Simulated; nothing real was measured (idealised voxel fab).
process module | voxel transistor to metal
cross-section cut | 140 nm wide | cells 5 nm
A cross-section is a grid of square cells, given in bands from the top down. A band is one or more rows of cells.
Each band's line starts with the height of the band's top and of its bottom, in nm. Then come its materials from left to right, each with its width in nm. One material with "throughout" fills the band from edge to edge. "air" is empty space.
Height 0 is the level under which the wafer as received is all one material. The lowest band goes on downwards, as in "0 down".
A width such as "30 to 40" changes by the same amount from each row of cells to the next, from the band's top row to its bottom row.
"no change" after a step means that no cell of the cross-section changed.
closed voids: empty space of 8 cells or more with no open way to the top, each as width x height at its distance from the left edge, in nm
after a step's settings: what the simulator itself notes on the step
overlay nm, on a step with a mask: how far to the right of its planned place the mask lay; to the left if negative
plan
1 op RECEIVE | material Si
2 op OXIDIZE | depth nm 5
3 op CONFORMAL_DEP | material SiN | thk nm 15
4 op MASKED_ETCH | tone cover | mask id ACTIVE | width nm 110 | etch materials SiN | depth nm 15 | overlay nm 0
5 op MASKED_ETCH | tone cover | mask id ACTIVE | width nm 110 | etch materials SiO2 | depth nm 5 | overlay nm 0
6 op MASKED_ETCH | tone cover | mask id ACTIVE | width nm 110 | etch materials Si | depth nm 35 | overlay nm 0
7 op FILL_DEP | material SiO2 | thk nm 5
8 op CMP | height nm 15
9 op SELECTIVE_ETCH | etch materials SiO2 | depth nm 10
10 op STRIP | etch materials SiN
11 op SELECTIVE_ETCH | etch materials SiO2 | depth nm 5
12 op OXIDIZE | depth nm 5
13 op DIRECTIONAL_DEP | material polySi | thk nm 30
14 op DIRECTIONAL_DEP | material SiCN | thk nm 15
15 op DIRECTIONAL_DEP | material aC | thk nm 10
16 op PATTERN | tone cover | mask id GATE | material resist | width nm 20 | thk nm 25 | overlay nm 0
17 op DIRECTIONAL_ETCH | etch materials aC | depth nm 10
18 op STRIP | etch materials resist
19 op DIRECTIONAL_ETCH | etch materials SiCN | depth nm 25
20 op DIRECTIONAL_ETCH | etch materials polySi | depth nm 40
21 op STRIP | etch materials aC
22 op CONFORMAL_DEP | material SiO2 | thk nm 5
23 op DIRECTIONAL_ETCH | etch materials SiO2 | depth nm 5
24 op CONFORMAL_DEP | material SiN | thk nm 5
25 op DIRECTIONAL_ETCH | etch materials SiN | depth nm 5
26 op DIRECTIONAL_ETCH | etch materials SiO2 | depth nm 5
27 op DIRECTIONAL_ETCH | etch materials Si | depth nm 10
28 op EPI | material SiGe | thk nm 15
29 op FILL_DEP | material SiO2 | thk nm 5
30 op CMP | height nm 40
31 op DIRECTIONAL_DEP | material SiO2 | thk nm 15
32 op DIRECTIONAL_DEP | material aC | thk nm 15
33 op PATTERN | tone open | mask id CONTACT | material resist | width nm 20 | pitch nm 80 | thk nm 30 | overlay nm 0
34 op DIRECTIONAL_ETCH | etch materials aC | depth nm 15
35 op STRIP | etch materials resist
36 op DIRECTIONAL_ETCH | etch materials SiO2 | depth nm 50
37 op STRIP | etch materials aC
38 op CONFORMAL_DEP | material TiN | thk nm 5
39 op FILL_DEP | material Ru | thk nm 10
40 op CMP | height nm 55
41 op CONFORMAL_DEP | material SiCN | thk nm 5
42 op DIRECTIONAL_DEP | material SiO2 | thk nm 15
43 op DIRECTIONAL_DEP | material aC | thk nm 15
44 op PATTERN | tone open | mask id METAL_1 | material resist | width nm 20 | pitch nm 80 | thk nm 35 | overlay nm 0
45 op DIRECTIONAL_ETCH | etch materials aC | depth nm 15
46 op STRIP | etch materials resist
47 op DIRECTIONAL_ETCH | etch materials SiO2 | depth nm 15
48 op DIRECTIONAL_ETCH | etch materials SiCN | depth nm 5
49 op STRIP | etch materials aC
50 op CONFORMAL_DEP | material TiN | thk nm 5
51 op FILL_DEP | material W | thk nm 10
52 op CMP | height nm 75
53 op CONFORMAL_DEP | material SiCN | thk nm 5
first wafer, as planned
as received, after step 1
  0 down: Si throughout
  closed voids: none
after step 2
  0 to -5: SiO2 throughout
  below -5: unchanged
after step 3
  15 to 0: SiN throughout
  below 0: unchanged
after step 4
  15 to 0: air 15 | SiN 110 | air 15
  below 0: unchanged
after step 5
  15 to 0: air 15 | SiN 110 | air 15
  0 to -5: air 15 | SiO2 110 | air 15
  below -5: unchanged
after step 6
  15 to 0: air 15 | SiN 110 | air 15
  0 to -5: air 15 | SiO2 110 | air 15
  -5 to -40: air 15 | Si 110 | air 15
  below -40: unchanged
after step 7
  20 to 15: SiO2 throughout
  15 to 0: SiO2 15 | SiN 110 | SiO2 15
  0 to -5: SiO2 throughout
  -5 to -40: SiO2 15 | Si 110 | SiO2 15
  below -40: unchanged
after step 8
  15 to 0: SiO2 15 | SiN 110 | SiO2 15
  below 0: unchanged
after step 9
  15 to 5: air 15 | SiN 110 | air 15
  below 5: unchanged
after step 10
  5 to 0: SiO2 15 | air 110 | SiO2 15
  below 0: unchanged
after step 11
  0 to -5: SiO2 10 | air 120 | SiO2 10
  below -5: unchanged
after step 12
  0 to -5: SiO2 10 | air 120 | SiO2 10
  -5 to -10: SiO2 throughout
  below -10: unchanged
after step 13
  30 to 25: polySi 10 | air 120 | polySi 10
  25 to 0: polySi throughout
  0 to -5: SiO2 10 | polySi 120 | SiO2 10
  below -5: unchanged
after step 14
  45 to 40: SiCN 10 | air 120 | SiCN 10
  40 to 30: SiCN throughout
  30 to 25: polySi 10 | SiCN 120 | polySi 10
  below 25: unchanged
after step 15
  55 to 50: aC 10 | air 120 | aC 10
  50 to 45: aC throughout
  45 to 40: SiCN 10 | aC 120 | SiCN 10
  below 40: unchanged
after step 16
  80 to 55: air 60 | resist 20 | air 60
  55 to 50: aC 10 | air 50 | resist 20 | air 50 | aC 10
  below 50: unchanged
after step 17
  70 to 50: air 60 | resist 20 | air 60
  50 to 45: air 60 | aC 20 | air 60
  45 to 40: SiCN 10 | air 50 | aC 20 | air 50 | SiCN 10
  below 40: unchanged
after step 18
  50 to 45: air 60 | aC 20 | air 60
  below 45: unchanged
after step 19
  50 to 40: air 60 | aC 20 | air 60
  40 to 30: air 60 | SiCN 20 | air 60
  30 to 25: polySi 10 | air 50 | SiCN 20 | air 50 | polySi 10
  below 25: unchanged
after step 20
  50 to 40: air 60 | aC 20 | air 60
  40 to 25: air 60 | SiCN 20 | air 60
  25 to 0: air 60 | polySi 20 | air 60
  0 to -5: SiO2 10 | air 50 | polySi 20 | air 50 | SiO2 10
  below -5: unchanged
after step 21
  40 to 25: air 60 | SiCN 20 | air 60
  below 25: unchanged
after step 22
  45 to 40: air 55 | SiO2 30 | air 55
  40 to 25: air 55 | SiO2 5 | SiCN 20 | SiO2 5 | air 55
  25 to 5: air 55 | SiO2 5 | polySi 20 | SiO2 5 | air 55
  5 to 0: SiO2 15 | air 40 | SiO2 5 | polySi 20 | SiO2 5 | air 40 | SiO2 15
  0 to -5: SiO2 60 | polySi 20 | SiO2 60
  below -5: unchanged
after step 23
  40 to 25: air 55 | SiO2 5 | SiCN 20 | SiO2 5 | air 55
  25 to 0: air 55 | SiO2 5 | polySi 20 | SiO2 5 | air 55
  0 to -5: SiO2 15 | air 40 | SiO2 5 | polySi 20 | SiO2 5 | air 40 | SiO2 15
  below -5: unchanged
after step 24
  45 to 40: air 50 | SiN 40 | air 50
  40 to 25: air 50 | SiN 5 | SiO2 5 | SiCN 20 | SiO2 5 | SiN 5 | air 50
  25 to 5: air 50 | SiN 5 | SiO2 5 | polySi 20 | SiO2 5 | SiN 5 | air 50
  5 to 0: SiN 20 | air 30 | SiN 5 | SiO2 5 | polySi 20 | SiO2 5 | SiN 5 | air 30 | SiN 20
  0 to -5: SiO2 15 | SiN 40 | SiO2 5 | polySi 20 | SiO2 5 | SiN 40 | SiO2 15
  below -5: unchanged
after step 25
  40 to 25: air 50 | SiN 5 | SiO2 5 | SiCN 20 | SiO2 5 | SiN 5 | air 50
  25 to 0: air 50 | SiN 5 | SiO2 5 | polySi 20 | SiO2 5 | SiN 5 | air 50
  0 to -5: SiO2 15 | SiN 5 | air 30 | SiN 5 | SiO2 5 | polySi 20 | SiO2 5 | SiN 5 | air 30 | SiN 5 | SiO2 15
  below -5: unchanged
after step 26
  40 to 35: air 50 | SiN 5 | air 5 | SiCN 20 | air 5 | SiN 5 | air 50
  35 to 25: air 50 | SiN 5 | SiO2 5 | SiCN 20 | SiO2 5 | SiN 5 | air 50
  25 to 0: air 50 | SiN 5 | SiO2 5 | polySi 20 | SiO2 5 | SiN 5 | air 50
  0 to -5: air 15 | SiN 5 | air 30 | SiN 5 | SiO2 5 | polySi 20 | SiO2 5 | SiN 5 | air 30 | SiN 5 | air 15
  -5 to -10: SiO2 20 | air 30 | SiO2 40 | air 30 | SiO2 20
  below -10: unchanged
after step 27
  40 to 35: air 50 | SiN 5 | air 5 | SiCN 20 | air 5 | SiN 5 | air 50
  35 to 25: air 50 | SiN 5 | SiO2 5 | SiCN 20 | SiO2 5 | SiN 5 | air 50
  25 to 0: air 50 | SiN 5 | SiO2 5 | polySi 20 | SiO2 5 | SiN 5 | air 50
  0 to -5: air 15 | SiN 5 | air 30 | SiN 5 | SiO2 5 | polySi 20 | SiO2 5 | SiN 5 | air 30 | SiN 5 | air 15
  -5 to -10: SiO2 20 | air 30 | SiO2 40 | air 30 | SiO2 20
  -10 to -20: SiO2 15 | Si 5 | air 30 | Si 40 | air 30 | Si 5 | SiO2 15
  below -20: unchanged
after step 28
  40 to 35: air 50 | SiN 5 | air 5 | SiCN 20 | air 5 | SiN 5 | air 50
  35 to 25: air 50 | SiN 5 | SiO2 5 | SiCN 20 | SiO2 5 | SiN 5 | air 50
  25 to 5: air 50 | SiN 5 | SiO2 5 | polySi 20 | SiO2 5 | SiN 5 | air 50
  5 to 0: air 15 | SiGe 35 | SiN 5 | SiO2 5 | polySi 20 | SiO2 5 | SiN 5 | SiGe 35 | air 15
  0 to -5: air 15 | SiN 5 | SiGe 30 | SiN 5 | SiO2 5 | polySi 20 | SiO2 5 | SiN 5 | SiGe 30 | SiN 5 | air 15
  -5 to -10: SiO2 20 | SiGe 30 | SiO2 40 | SiGe 30 | SiO2 20
  -10 to -20: SiO2 15 | Si 5 | SiGe 30 | Si 40 | SiGe 30 | Si 5 | SiO2 15
  below -20: unchanged
after step 29
  45 to 40: SiO2 throughout
  40 to 25: SiO2 50 | SiN 5 | SiO2 5 | SiCN 20 | SiO2 5 | SiN 5 | SiO2 50
  25 to 5: SiO2 50 | SiN 5 | SiO2 5 | polySi 20 | SiO2 5 | SiN 5 | SiO2 50
  5 to 0: SiO2 15 | SiGe 35 | SiN 5 | SiO2 5 | polySi 20 | SiO2 5 | SiN 5 | SiGe 35 | SiO2 15
  0 to -5: SiO2 15 | SiN 5 | SiGe 30 | SiN 5 | SiO2 5 | polySi 20 | SiO2 5 | SiN 5 | SiGe 30 | SiN 5 | SiO2 15
  below -5: unchanged
after step 30
  40 to 25: SiO2 50 | SiN 5 | SiO2 5 | SiCN 20 | SiO2 5 | SiN 5 | SiO2 50
  below 25: unchanged
after step 31
  55 to 40: SiO2 throughout
  below 40: unchanged
after step 32
  70 to 55: aC throughout
  below 55: unchanged
after step 33
  100 to 70: resist 20 | air 20 | resist 60 | air 20 | resist 20
  below 70: unchanged
after step 34
  85 to 70: resist 20 | air 20 | resist 60 | air 20 | resist 20
  70 to 55: aC 20 | air 20 | aC 60 | air 20 | aC 20
  below 55: unchanged
after step 35
  70 to 55: aC 20 | air 20 | aC 60 | air 20 | aC 20
  below 55: unchanged
after step 36
  70 to 55: aC 20 | air 20 | aC 60 | air 20 | aC 20
  55 to 40: SiO2 20 | air 20 | SiO2 60 | air 20 | SiO2 20
  40 to 25: SiO2 20 | air 20 | SiO2 10 | SiN 5 | SiO2 5 | SiCN 20 | SiO2 5 | SiN 5 | SiO2 10 | air 20 | SiO2 20
  25 to 5: SiO2 20 | air 20 | SiO2 10 | SiN 5 | SiO2 5 | polySi 20 | SiO2 5 | SiN 5 | SiO2 10 | air 20 | SiO2 20
  below 5: unchanged
after step 37
  55 to 40: SiO2 20 | air 20 | SiO2 60 | air 20 | SiO2 20
  below 40: unchanged
after step 38
  60 to 55: TiN 25 | air 10 | TiN 70 | air 10 | TiN 25
  55 to 40: SiO2 20 | TiN 5 | air 10 | TiN 5 | SiO2 60 | TiN 5 | air 10 | TiN 5 | SiO2 20
  40 to 25: SiO2 20 | TiN 5 | air 10 | TiN 5 | SiO2 10 | SiN 5 | SiO2 5 | SiCN 20 | SiO2 5 | SiN 5 | SiO2 10 | TiN 5 | air 10 | TiN 5 | SiO2 20
  25 to 10: SiO2 20 | TiN 5 | air 10 | TiN 5 | SiO2 10 | SiN 5 | SiO2 5 | polySi 20 | SiO2 5 | SiN 5 | SiO2 10 | TiN 5 | air 10 | TiN 5 | SiO2 20
  10 to 5: SiO2 20 | TiN 20 | SiO2 10 | SiN 5 | SiO2 5 | polySi 20 | SiO2 5 | SiN 5 | SiO2 10 | TiN 20 | SiO2 20
  below 5: unchanged
after step 39
  70 to 60: Ru throughout
  60 to 55: TiN 25 | Ru 10 | TiN 70 | Ru 10 | TiN 25
  55 to 40: SiO2 20 | TiN 5 | Ru 10 | TiN 5 | SiO2 60 | TiN 5 | Ru 10 | TiN 5 | SiO2 20
  40 to 25: SiO2 20 | TiN 5 | Ru 10 | TiN 5 | SiO2 10 | SiN 5 | SiO2 5 | SiCN 20 | SiO2 5 | SiN 5 | SiO2 10 | TiN 5 | Ru 10 | TiN 5 | SiO2 20
  25 to 10: SiO2 20 | TiN 5 | Ru 10 | TiN 5 | SiO2 10 | SiN 5 | SiO2 5 | polySi 20 | SiO2 5 | SiN 5 | SiO2 10 | TiN 5 | Ru 10 | TiN 5 | SiO2 20
  below 10: unchanged
after step 40
  55 to 40: SiO2 20 | TiN 5 | Ru 10 | TiN 5 | SiO2 60 | TiN 5 | Ru 10 | TiN 5 | SiO2 20
  below 40: unchanged
after step 41
  60 to 55: SiCN throughout
  below 55: unchanged
after step 42
  75 to 60: SiO2 throughout
  below 60: unchanged
after step 43
  90 to 75: aC throughout
  below 75: unchanged
after step 44
  125 to 90: resist 20 | air 20 | resist 60 | air 20 | resist 20
  below 90: unchanged
after step 45
  110 to 90: resist 20 | air 20 | resist 60 | air 20 | resist 20
  90 to 75: aC 20 | air 20 | aC 60 | air 20 | aC 20
  below 75: unchanged
after step 46
  90 to 75: aC 20 | air 20 | aC 60 | air 20 | aC 20
  below 75: unchanged
after step 47
  90 to 75: aC 20 | air 20 | aC 60 | air 20 | aC 20
  75 to 60: SiO2 20 | air 20 | SiO2 60 | air 20 | SiO2 20
  below 60: unchanged
after step 48
  90 to 75: aC 20 | air 20 | aC 60 | air 20 | aC 20
  75 to 60: SiO2 20 | air 20 | SiO2 60 | air 20 | SiO2 20
  60 to 55: SiCN 20 | air 20 | SiCN 60 | air 20 | SiCN 20
  below 55: unchanged
after step 49
  75 to 60: SiO2 20 | air 20 | SiO2 60 | air 20 | SiO2 20
  below 60: unchanged
after step 50
  80 to 75: TiN 25 | air 10 | TiN 70 | air 10 | TiN 25
  75 to 60: SiO2 20 | TiN 5 | air 10 | TiN 5 | SiO2 60 | TiN 5 | air 10 | TiN 5 | SiO2 20
  60 to 55: SiCN 20 | TiN 20 | SiCN 60 | TiN 20 | SiCN 20
  below 55: unchanged
after step 51
  90 to 80: W throughout
  80 to 75: TiN 25 | W 10 | TiN 70 | W 10 | TiN 25
  75 to 60: SiO2 20 | TiN 5 | W 10 | TiN 5 | SiO2 60 | TiN 5 | W 10 | TiN 5 | SiO2 20
  below 60: unchanged
after step 52
  75 to 60: SiO2 20 | TiN 5 | W 10 | TiN 5 | SiO2 60 | TiN 5 | W 10 | TiN 5 | SiO2 20
  below 60: unchanged
after step 53
  80 to 75: SiCN throughout
  below 75: unchanged
second wafer: like start, like plan, one mistake. Through step 15 it matches the first wafer
when step 16 should have ended
  80 to 55: air 65 | resist 20 | air 55
  55 to 50: aC 10 | air 55 | resist 20 | air 45 | aC 10
  below 50: unchanged
when step 17 should have ended
  70 to 50: air 65 | resist 20 | air 55
  50 to 45: air 65 | aC 20 | air 55
  45 to 40: SiCN 10 | air 55 | aC 20 | air 45 | SiCN 10
  below 40: unchanged
when step 18 should have ended
  50 to 45: air 65 | aC 20 | air 55
  below 45: unchanged
when step 19 should have ended
  50 to 40: air 65 | aC 20 | air 55
  40 to 30: air 65 | SiCN 20 | air 55
  30 to 25: polySi 10 | air 55 | SiCN 20 | air 45 | polySi 10
  below 25: unchanged
when step 20 should have ended
  50 to 40: air 65 | aC 20 | air 55
  40 to 25: air 65 | SiCN 20 | air 55
  25 to 0: air 65 | polySi 20 | air 55
  0 to -5: SiO2 10 | air 55 | polySi 20 | air 45 | SiO2 10
  below -5: unchanged
when step 21 should have ended
  40 to 25: air 65 | SiCN 20 | air 55
  below 25: unchanged
when step 22 should have ended
  45 to 40: air 60 | SiO2 30 | air 50
  40 to 25: air 60 | SiO2 5 | SiCN 20 | SiO2 5 | air 50
  25 to 5: air 60 | SiO2 5 | polySi 20 | SiO2 5 | air 50
  5 to 0: SiO2 15 | air 45 | SiO2 5 | polySi 20 | SiO2 5 | air 35 | SiO2 15
  0 to -5: SiO2 65 | polySi 20 | SiO2 55
  below -5: unchanged
when step 23 should have ended
  40 to 25: air 60 | SiO2 5 | SiCN 20 | SiO2 5 | air 50
  25 to 0: air 60 | SiO2 5 | polySi 20 | SiO2 5 | air 50
  0 to -5: SiO2 15 | air 45 | SiO2 5 | polySi 20 | SiO2 5 | air 35 | SiO2 15
  below -5: unchanged
when step 24 should have ended
  45 to 40: air 55 | SiN 40 | air 45
  40 to 25: air 55 | SiN 5 | SiO2 5 | SiCN 20 | SiO2 5 | SiN 5 | air 45
  25 to 5: air 55 | SiN 5 | SiO2 5 | polySi 20 | SiO2 5 | SiN 5 | air 45
  5 to 0: SiN 20 | air 35 | SiN 5 | SiO2 5 | polySi 20 | SiO2 5 | SiN 5 | air 25 | SiN 20
  0 to -5: SiO2 15 | SiN 45 | SiO2 5 | polySi 20 | SiO2 5 | SiN 35 | SiO2 15
  below -5: unchanged
when step 25 should have ended
  40 to 25: air 55 | SiN 5 | SiO2 5 | SiCN 20 | SiO2 5 | SiN 5 | air 45
  25 to 0: air 55 | SiN 5 | SiO2 5 | polySi 20 | SiO2 5 | SiN 5 | air 45
  0 to -5: SiO2 15 | SiN 5 | air 35 | SiN 5 | SiO2 5 | polySi 20 | SiO2 5 | SiN 5 | air 25 | SiN 5 | SiO2 15
  below -5: unchanged
when step 26 should have ended
  40 to 35: air 55 | SiN 5 | air 5 | SiCN 20 | air 5 | SiN 5 | air 45
  35 to 25: air 55 | SiN 5 | SiO2 5 | SiCN 20 | SiO2 5 | SiN 5 | air 45
  25 to 0: air 55 | SiN 5 | SiO2 5 | polySi 20 | SiO2 5 | SiN 5 | air 45
  0 to -5: air 15 | SiN 5 | air 35 | SiN 5 | SiO2 5 | polySi 20 | SiO2 5 | SiN 5 | air 25 | SiN 5 | air 15
  -5 to -10: SiO2 20 | air 35 | SiO2 40 | air 25 | SiO2 20
  below -10: unchanged
when step 27 should have ended
  40 to 35: air 55 | SiN 5 | air 5 | SiCN 20 | air 5 | SiN 5 | air 45
  35 to 25: air 55 | SiN 5 | SiO2 5 | SiCN 20 | SiO2 5 | SiN 5 | air 45
  25 to 0: air 55 | SiN 5 | SiO2 5 | polySi 20 | SiO2 5 | SiN 5 | air 45
  0 to -5: air 15 | SiN 5 | air 35 | SiN 5 | SiO2 5 | polySi 20 | SiO2 5 | SiN 5 | air 25 | SiN 5 | air 15
  -5 to -10: SiO2 20 | air 35 | SiO2 40 | air 25 | SiO2 20
  -10 to -20: SiO2 15 | Si 5 | air 35 | Si 40 | air 25 | Si 5 | SiO2 15
  below -20: unchanged
when step 28 should have ended
  40 to 35: air 55 | SiN 5 | air 5 | SiCN 20 | air 5 | SiN 5 | air 45
  35 to 25: air 55 | SiN 5 | SiO2 5 | SiCN 20 | SiO2 5 | SiN 5 | air 45
  25 to 5: air 55 | SiN 5 | SiO2 5 | polySi 20 | SiO2 5 | SiN 5 | air 45
  5 to 0: air 15 | SiGe 20 | air 5 | SiGe 15 | SiN 5 | SiO2 5 | polySi 20 | SiO2 5 | SiN 5 | SiGe 30 | air 15
  0 to -5: air 15 | SiN 5 | SiGe 15 | air 5 | SiGe 15 | SiN 5 | SiO2 5 | polySi 20 | SiO2 5 | SiN 5 | SiGe 25 | SiN 5 | air 15
  -5 to -10: SiO2 20 | SiGe 35 | SiO2 40 | SiGe 25 | SiO2 20
  -10 to -20: SiO2 15 | Si 5 | SiGe 35 | Si 40 | SiGe 25 | Si 5 | SiO2 15
  below -20: unchanged
when step 29 should have ended
  45 to 40: SiO2 throughout
  40 to 25: SiO2 55 | SiN 5 | SiO2 5 | SiCN 20 | SiO2 5 | SiN 5 | SiO2 45
  25 to 5: SiO2 55 | SiN 5 | SiO2 5 | polySi 20 | SiO2 5 | SiN 5 | SiO2 45
  5 to 0: SiO2 15 | SiGe 20 | SiO2 5 | SiGe 15 | SiN 5 | SiO2 5 | polySi 20 | SiO2 5 | SiN 5 | SiGe 30 | SiO2 15
  0 to -5: SiO2 15 | SiN 5 | SiGe 15 | SiO2 5 | SiGe 15 | SiN 5 | SiO2 5 | polySi 20 | SiO2 5 | SiN 5 | SiGe 25 | SiN 5 | SiO2 15
  below -5: unchanged
when step 30 should have ended
  40 to 25: SiO2 55 | SiN 5 | SiO2 5 | SiCN 20 | SiO2 5 | SiN 5 | SiO2 45
  below 25: unchanged
when step 31 should have ended
  55 to 40: SiO2 throughout
  below 40: unchanged
when step 32 should have ended
  70 to 55: aC throughout
  below 55: unchanged
when step 33 should have ended
  100 to 70: resist 20 | air 20 | resist 60 | air 20 | resist 20
  below 70: unchanged
when step 34 should have ended
  85 to 70: resist 20 | air 20 | resist 60 | air 20 | resist 20
  70 to 55: aC 20 | air 20 | aC 60 | air 20 | aC 20
  below 55: unchanged
when step 35 should have ended
  70 to 55: aC 20 | air 20 | aC 60 | air 20 | aC 20
  below 55: unchanged
when step 36 should have ended
  70 to 55: aC 20 | air 20 | aC 60 | air 20 | aC 20
  55 to 40: SiO2 20 | air 20 | SiO2 60 | air 20 | SiO2 20
  40 to 25: SiO2 20 | air 20 | SiO2 15 | SiN 5 | SiO2 5 | SiCN 20 | SiO2 5 | SiN 5 | SiO2 5 | air 20 | SiO2 20
  25 to 5: SiO2 20 | air 20 | SiO2 15 | SiN 5 | SiO2 5 | polySi 20 | SiO2 5 | SiN 5 | SiO2 5 | air 20 | SiO2 20
  below 5: unchanged
when step 37 should have ended
  55 to 40: SiO2 20 | air 20 | SiO2 60 | air 20 | SiO2 20
  below 40: unchanged
when step 38 should have ended
  60 to 55: TiN 25 | air 10 | TiN 70 | air 10 | TiN 25
  55 to 40: SiO2 20 | TiN 5 | air 10 | TiN 5 | SiO2 60 | TiN 5 | air 10 | TiN 5 | SiO2 20
  40 to 25: SiO2 20 | TiN 5 | air 10 | TiN 5 | SiO2 15 | SiN 5 | SiO2 5 | SiCN 20 | SiO2 5 | SiN 5 | SiO2 5 | TiN 5 | air 10 | TiN 5 | SiO2 20
  25 to 10: SiO2 20 | TiN 5 | air 10 | TiN 5 | SiO2 15 | SiN 5 | SiO2 5 | polySi 20 | SiO2 5 | SiN 5 | SiO2 5 | TiN 5 | air 10 | TiN 5 | SiO2 20
  10 to 5: SiO2 20 | TiN 20 | SiO2 15 | SiN 5 | SiO2 5 | polySi 20 | SiO2 5 | SiN 5 | SiO2 5 | TiN 20 | SiO2 20
  below 5: unchanged
when step 39 should have ended
  70 to 60: Ru throughout
  60 to 55: TiN 25 | Ru 10 | TiN 70 | Ru 10 | TiN 25
  55 to 40: SiO2 20 | TiN 5 | Ru 10 | TiN 5 | SiO2 60 | TiN 5 | Ru 10 | TiN 5 | SiO2 20
  40 to 25: SiO2 20 | TiN 5 | Ru 10 | TiN 5 | SiO2 15 | SiN 5 | SiO2 5 | SiCN 20 | SiO2 5 | SiN 5 | SiO2 5 | TiN 5 | Ru 10 | TiN 5 | SiO2 20
  25 to 10: SiO2 20 | TiN 5 | Ru 10 | TiN 5 | SiO2 15 | SiN 5 | SiO2 5 | polySi 20 | SiO2 5 | SiN 5 | SiO2 5 | TiN 5 | Ru 10 | TiN 5 | SiO2 20
  below 10: unchanged
when step 40 should have ended
  55 to 40: SiO2 20 | TiN 5 | Ru 10 | TiN 5 | SiO2 60 | TiN 5 | Ru 10 | TiN 5 | SiO2 20
  below 40: unchanged
when step 41 should have ended
  60 to 55: SiCN throughout
  below 55: unchanged
when step 42 should have ended
  75 to 60: SiO2 throughout
  below 60: unchanged
when step 43 should have ended
  90 to 75: aC throughout
  below 75: unchanged
when step 44 should have ended
  125 to 90: resist 20 | air 20 | resist 60 | air 20 | resist 20
  below 90: unchanged
when step 45 should have ended
  110 to 90: resist 20 | air 20 | resist 60 | air 20 | resist 20
  90 to 75: aC 20 | air 20 | aC 60 | air 20 | aC 20
  below 75: unchanged
when step 46 should have ended
  90 to 75: aC 20 | air 20 | aC 60 | air 20 | aC 20
  below 75: unchanged
when step 47 should have ended
  90 to 75: aC 20 | air 20 | aC 60 | air 20 | aC 20
  75 to 60: SiO2 20 | air 20 | SiO2 60 | air 20 | SiO2 20
  below 60: unchanged
when step 48 should have ended
  90 to 75: aC 20 | air 20 | aC 60 | air 20 | aC 20
  75 to 60: SiO2 20 | air 20 | SiO2 60 | air 20 | SiO2 20
  60 to 55: SiCN 20 | air 20 | SiCN 60 | air 20 | SiCN 20
  below 55: unchanged
when step 49 should have ended
  75 to 60: SiO2 20 | air 20 | SiO2 60 | air 20 | SiO2 20
  below 60: unchanged
when step 50 should have ended
  80 to 75: TiN 25 | air 10 | TiN 70 | air 10 | TiN 25
  75 to 60: SiO2 20 | TiN 5 | air 10 | TiN 5 | SiO2 60 | TiN 5 | air 10 | TiN 5 | SiO2 20
  60 to 55: SiCN 20 | TiN 20 | SiCN 60 | TiN 20 | SiCN 20
  below 55: unchanged
when step 51 should have ended
  90 to 80: W throughout
  80 to 75: TiN 25 | W 10 | TiN 70 | W 10 | TiN 25
  75 to 60: SiO2 20 | TiN 5 | W 10 | TiN 5 | SiO2 60 | TiN 5 | W 10 | TiN 5 | SiO2 20
  below 60: unchanged
when step 52 should have ended
  75 to 60: SiO2 20 | TiN 5 | W 10 | TiN 5 | SiO2 60 | TiN 5 | W 10 | TiN 5 | SiO2 20
  below 60: unchanged
when step 53 should have ended
  80 to 75: SiCN throughout
  below 75: unchanged
what went wrong: step 16 ran as: op PATTERN | tone cover | mask id GATE | material resist | width nm 20 | thk nm 25 | overlay nm 5
at the end the second wafer has, in cells: 2 fewer of SiGe | 2 more of SiO2
